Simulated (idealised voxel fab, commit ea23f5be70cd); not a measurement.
The process module presented herein is designated voxel self aligned vias.
Section shown: cut. Width: 300 nm. Cell size: 5 nm, square.
If you're reading a cross-section in this doc, picture square cells in a grid; it comes to you as bands, top ones listed first down to the bottom, and a band can be one or more rows of cells. Read a band's entry like this: the first values are the height of its top and the height of its bottom in nm, and what follows is the sequence of materials from left to right, each with its width in nm. Note that "air" is empty space, and that a single material marked "everywhere" reaches across the band from edge to edge. Heads up on the height convention: 0 is the point under which the incoming wafer is all one material, and the lowest band has no bottom, it just keeps going down, like "0 and below". A width such as "30 to 40" changes by the same amount from each row of cells to the next, from the band's top row to its bottom row. Step note "nothing different" = no cross-section cell changed. In the "Enclosed internal voids" entry, you get each enclosed empty space of 8 cells or more, one with no open way to the top, written width x height at distance, distance from the left edge, in nm. Whatever follows a step's settings on its line is a remark the simulator itself makes about that step. For masked steps, "overlay nm" on the step line gives how far right of plan the mask actually lay; a minus sign means it lay to the left.

# The following list gives the planned process steps
step 1: RECEIVE, material Si
step 2: CONFORMAL_DEP, material SiO2, thk nm 10
step 3: CONFORMAL_DEP, material SiCN, thk nm 5
step 4: DIRECTIONAL_DEP, material SiO2, thk nm 30
step 5: DIRECTIONAL_DEP, material aC, thk nm 15
step 6: PATTERN, tone open, mask id LINES, material resist, width nm 20, pitch nm 55, thk nm 30, overlay nm 0
step 7: DIRECTIONAL_ETCH, etch materials aC, depth nm 15
step 8: STRIP, etch materials resist
step 9: DIRECTIONAL_ETCH, etch materials SiO2, depth nm 30
step 10: STRIP, etch materials aC
step 11: CONFORMAL_DEP, material TiN, thk nm 5
step 12: FILL_DEP, material Ru, thk nm 10
step 13: CMP, height nm 45
step 14: SELECTIVE_ETCH, etch materials W Ru TiN, depth nm 5
step 15: FILL_DEP, material SiN, thk nm 5
step 16: CMP, height nm 45
step 17: DIRECTIONAL_DEP, material SiO2, thk nm 15
step 18: MASKED_ETCH, tone open, mask id VIAS, width nm 30, pitch nm 55, etch materials SiO2, depth nm 15, overlay nm 0
step 19: MASKED_ETCH, tone open, mask id VIAS, width nm 30, pitch nm 55, etch materials SiN, depth nm 5, overlay nm 0
step 20: CONFORMAL_DEP, material TiN, thk nm 5
step 21: FILL_DEP, material Cu, thk nm 5
step 22: CMP, height nm 60
step 23: CONFORMAL_DEP, material SiCN, thk nm 5

# First of two wafers, with the run carried out as planned

# Cross-section: wafer on arrival = after step 1
* 0 and below  Si everywhere
* Enclosed internal voids: none

# So this is the wafer cross-section right after step 2
* 10 down to 0  SiO2 everywhere
* Under the height 0 nothing was changed.

# So this is the wafer cross-section right after step 3
* 15 down to 10  SiCN everywhere
* Under the height 10 nothing was changed.

# So this is the wafer cross-section right after step 4
* 45 down to 15  SiO2 everywhere
* Under the height 15 nothing was changed.

# So this is the wafer cross-section right after step 5
* 60 down to 45  aC everywhere
* Under the height 45 nothing was changed.

# So this is the wafer cross-section right after step 6
* 90 down to 60  resist 85 nm  air 20 nm  resist 35 nm  air 20 nm  resist 35 nm  air 20 nm  resist 85 nm
* Under the height 60 nothing was changed.

# So this is the wafer cross-section right after step 7
* 75 down to 60  resist 85 nm  air 20 nm  resist 35 nm  air 20 nm  resist 35 nm  air 20 nm  resist 85 nm
* 60 down to 45  aC 85 nm  air 20 nm  aC 35 nm  air 20 nm  aC 35 nm  air 20 nm  aC 85 nm
* Under the height 45 nothing was changed.

# So this is the wafer cross-section right after step 8
* 60 down to 45  aC 85 nm  air 20 nm  aC 35 nm  air 20 nm  aC 35 nm  air 20 nm  aC 85 nm
* Under the height 45 nothing was changed.

# So this is the wafer cross-section right after step 9
* 60 down to 45  aC 85 nm  air 20 nm  aC 35 nm  air 20 nm  aC 35 nm  air 20 nm  aC 85 nm
* 45 down to 15  SiO2 85 nm  air 20 nm  SiO2 35 nm  air 20 nm  SiO2 35 nm  air 20 nm  SiO2 85 nm
* Under the height 15 nothing was changed.

# So this is the wafer cross-section right after step 10
* 45 down to 15  SiO2 85 nm  air 20 nm  SiO2 35 nm  air 20 nm  SiO2 35 nm  air 20 nm  SiO2 85 nm
* Under the height 15 nothing was changed.

# So this is the wafer cross-section right after step 11
* 50 down to 45  TiN 90 nm  air 10 nm  TiN 45 nm  air 10 nm  TiN 45 nm  air 10 nm  TiN 90 nm
* 45 down to 20  SiO2 85 nm  TiN 5 nm  air 10 nm  TiN 5 nm  SiO2 35 nm  TiN 5 nm  air 10 nm  TiN 5 nm  SiO2 35 nm  TiN 5 nm  air 10 nm  TiN 5 nm  SiO2 85 nm
* 20 down to 15  SiO2 85 nm  TiN 20 nm  SiO2 35 nm  TiN 20 nm  SiO2 35 nm  TiN 20 nm  SiO2 85 nm
* Under the height 15 nothing was changed.

# So this is the wafer cross-section right after step 12
* 60 down to 50  Ru everywhere
* 50 down to 45  TiN 90 nm  Ru 10 nm  TiN 45 nm  Ru 10 nm  TiN 45 nm  Ru 10 nm  TiN 90 nm
* 45 down to 20  SiO2 85 nm  TiN 5 nm  Ru 10 nm  TiN 5 nm  SiO2 35 nm  TiN 5 nm  Ru 10 nm  TiN 5 nm  SiO2 35 nm  TiN 5 nm  Ru 10 nm  TiN 5 nm  SiO2 85 nm
* Under the height 20 nothing was changed.

# So this is the wafer cross-section right after step 13
* 45 down to 20  SiO2 85 nm  TiN 5 nm  Ru 10 nm  TiN 5 nm  SiO2 35 nm  TiN 5 nm  Ru 10 nm  TiN 5 nm  SiO2 35 nm  TiN 5 nm  Ru 10 nm  TiN 5 nm  SiO2 85 nm
* Under the height 20 nothing was changed.

# So this is the wafer cross-section right after step 14
* 45 down to 40  SiO2 85 nm  air 20 nm  SiO2 35 nm  air 20 nm  SiO2 35 nm  air 20 nm  SiO2 85 nm
* Under the height 40 nothing was changed.

# So this is the wafer cross-section right after step 15
* 50 down to 45  SiN everywhere
* 45 down to 40  SiO2 85 nm  SiN 20 nm  SiO2 35 nm  SiN 20 nm  SiO2 35 nm  SiN 20 nm  SiO2 85 nm
* Under the height 40 nothing was changed.

# So this is the wafer cross-section right after step 16
* 45 down to 40  SiO2 85 nm  SiN 20 nm  SiO2 35 nm  SiN 20 nm  SiO2 35 nm  SiN 20 nm  SiO2 85 nm
* Under the height 40 nothing was changed.

# So this is the wafer cross-section right after step 17
* 60 down to 45  SiO2 everywhere
* Under the height 45 nothing was changed.

# So this is the wafer cross-section right after step 18
* 60 down to 45  SiO2 80 nm  air 30 nm  SiO2 25 nm  air 30 nm  SiO2 25 nm  air 30 nm  SiO2 80 nm
* Under the height 45 nothing was changed.

# So this is the wafer cross-section right after step 19
* 60 down to 45  SiO2 80 nm  air 30 nm  SiO2 25 nm  air 30 nm  SiO2 25 nm  air 30 nm  SiO2 80 nm
* 45 down to 40  SiO2 85 nm  air 20 nm  SiO2 35 nm  air 20 nm  SiO2 35 nm  air 20 nm  SiO2 85 nm
* Under the height 40 nothing was changed.

# So this is the wafer cross-section right after step 20
* 65 down to 60  TiN 85 nm  air 20 nm  TiN 35 nm  air 20 nm  TiN 35 nm  air 20 nm  TiN 85 nm
* 60 down to 50  SiO2 80 nm  TiN 5 nm  air 20 nm  TiN 5 nm  SiO2 25 nm  TiN 5 nm  air 20 nm  TiN 5 nm  SiO2 25 nm  TiN 5 nm  air 20 nm  TiN 5 nm  SiO2 80 nm
* 50 down to 45  SiO2 80 nm  TiN 10 nm  air 10 nm  TiN 10 nm  SiO2 25 nm  TiN 10 nm  air 10 nm  TiN 10 nm  SiO2 25 nm  TiN 10 nm  air 10 nm  TiN 10 nm  SiO2 80 nm
* 45 down to 40  SiO2 85 nm  TiN 20 nm  SiO2 35 nm  TiN 20 nm  SiO2 35 nm  TiN 20 nm  SiO2 85 nm
* Under the height 40 nothing was changed.

# So this is the wafer cross-section right after step 21
* 70 down to 65  Cu everywhere
* 65 down to 60  TiN 85 nm  Cu 20 nm  TiN 35 nm  Cu 20 nm  TiN 35 nm  Cu 20 nm  TiN 85 nm
* 60 down to 50  SiO2 80 nm  TiN 5 nm  Cu 20 nm  TiN 5 nm  SiO2 25 nm  TiN 5 nm  Cu 20 nm  TiN 5 nm  SiO2 25 nm  TiN 5 nm  Cu 20 nm  TiN 5 nm  SiO2 80 nm
* 50 down to 45  SiO2 80 nm  TiN 10 nm  Cu 10 nm  TiN 10 nm  SiO2 25 nm  TiN 10 nm  Cu 10 nm  TiN 10 nm  SiO2 25 nm  TiN 10 nm  Cu 10 nm  TiN 10 nm  SiO2 80 nm
* Under the height 45 nothing was changed.

# So this is the wafer cross-section right after step 22
* 60 down to 50  SiO2 80 nm  TiN 5 nm  Cu 20 nm  TiN 5 nm  SiO2 25 nm  TiN 5 nm  Cu 20 nm  TiN 5 nm  SiO2 25 nm  TiN 5 nm  Cu 20 nm  TiN 5 nm  SiO2 80 nm
* Under the height 50 nothing was changed.

# So this is the wafer cross-section right after step 23
* 65 down to 60  SiCN everywhere
* Under the height 60 nothing was changed.

# Wafer two. Same start, same plan, one slip in execution. Same as wafer one through step 18, inclusive

# At the planned end of step 19, the second wafer in cross-section
* 60 down to 45  SiO2 80 nm  air 30 nm  SiO2 25 nm  air 30 nm  SiO2 25 nm  air 30 nm  SiO2 80 nm
* 45 down to 40  SiO2 85 nm  air 15 nm  SiN 5 nm  SiO2 35 nm  air 15 nm  SiN 5 nm  SiO2 35 nm  air 15 nm  SiN 5 nm  SiO2 85 nm
* Under the height 40 nothing was changed.

# At the planned end of step 20, the second wafer in cross-section
* 65 down to 60  TiN 85 nm  air 20 nm  TiN 35 nm  air 20 nm  TiN 35 nm  air 20 nm  TiN 85 nm
* 60 down to 50  SiO2 80 nm  TiN 5 nm  air 20 nm  TiN 5 nm  SiO2 25 nm  TiN 5 nm  air 20 nm  TiN 5 nm  SiO2 25 nm  TiN 5 nm  air 20 nm  TiN 5 nm  SiO2 80 nm
* 50 down to 45  SiO2 80 nm  TiN 10 nm  air 5 nm  TiN 15 nm  SiO2 25 nm  TiN 10 nm  air 5 nm  TiN 15 nm  SiO2 25 nm  TiN 10 nm  air 5 nm  TiN 15 nm  SiO2 80 nm
* 45 down to 40  SiO2 85 nm  TiN 15 nm  SiN 5 nm  SiO2 35 nm  TiN 15 nm  SiN 5 nm  SiO2 35 nm  TiN 15 nm  SiN 5 nm  SiO2 85 nm
* Under the height 40 nothing was changed.

# At the planned end of step 21, the second wafer in cross-section
* 70 down to 65  Cu everywhere
* 65 down to 60  TiN 85 nm  Cu 20 nm  TiN 35 nm  Cu 20 nm  TiN 35 nm  Cu 20 nm  TiN 85 nm
* 60 down to 50  SiO2 80 nm  TiN 5 nm  Cu 20 nm  TiN 5 nm  SiO2 25 nm  TiN 5 nm  Cu 20 nm  TiN 5 nm  SiO2 25 nm  TiN 5 nm  Cu 20 nm  TiN 5 nm  SiO2 80 nm
* 50 down to 45  SiO2 80 nm  TiN 10 nm  Cu 5 nm  TiN 15 nm  SiO2 25 nm  TiN 10 nm  Cu 5 nm  TiN 15 nm  SiO2 25 nm  TiN 10 nm  Cu 5 nm  TiN 15 nm  SiO2 80 nm
* Under the height 45 nothing was changed.

# At the planned end of step 22, the second wafer in cross-section
* 60 down to 50  SiO2 80 nm  TiN 5 nm  Cu 20 nm  TiN 5 nm  SiO2 25 nm  TiN 5 nm  Cu 20 nm  TiN 5 nm  SiO2 25 nm  TiN 5 nm  Cu 20 nm  TiN 5 nm  SiO2 80 nm
* Under the height 50 nothing was changed.

# At the planned end of step 23, the second wafer in cross-section
* 65 down to 60  SiCN everywhere
* Under the height 60 nothing was changed.
Against the plan, the run slipped here: step 19 ran with different settings than intended, the actual operation and settings being MASKED_ETCH, tone open, mask id VIAS, width nm 30, pitch nm 55, etch materials SiN, depth nm 5, overlay nm -10
The closing comparison, in cells, has the second wafer with more or fewer of some materials than the first: Cu: 3 fewer; SiN: 3 more
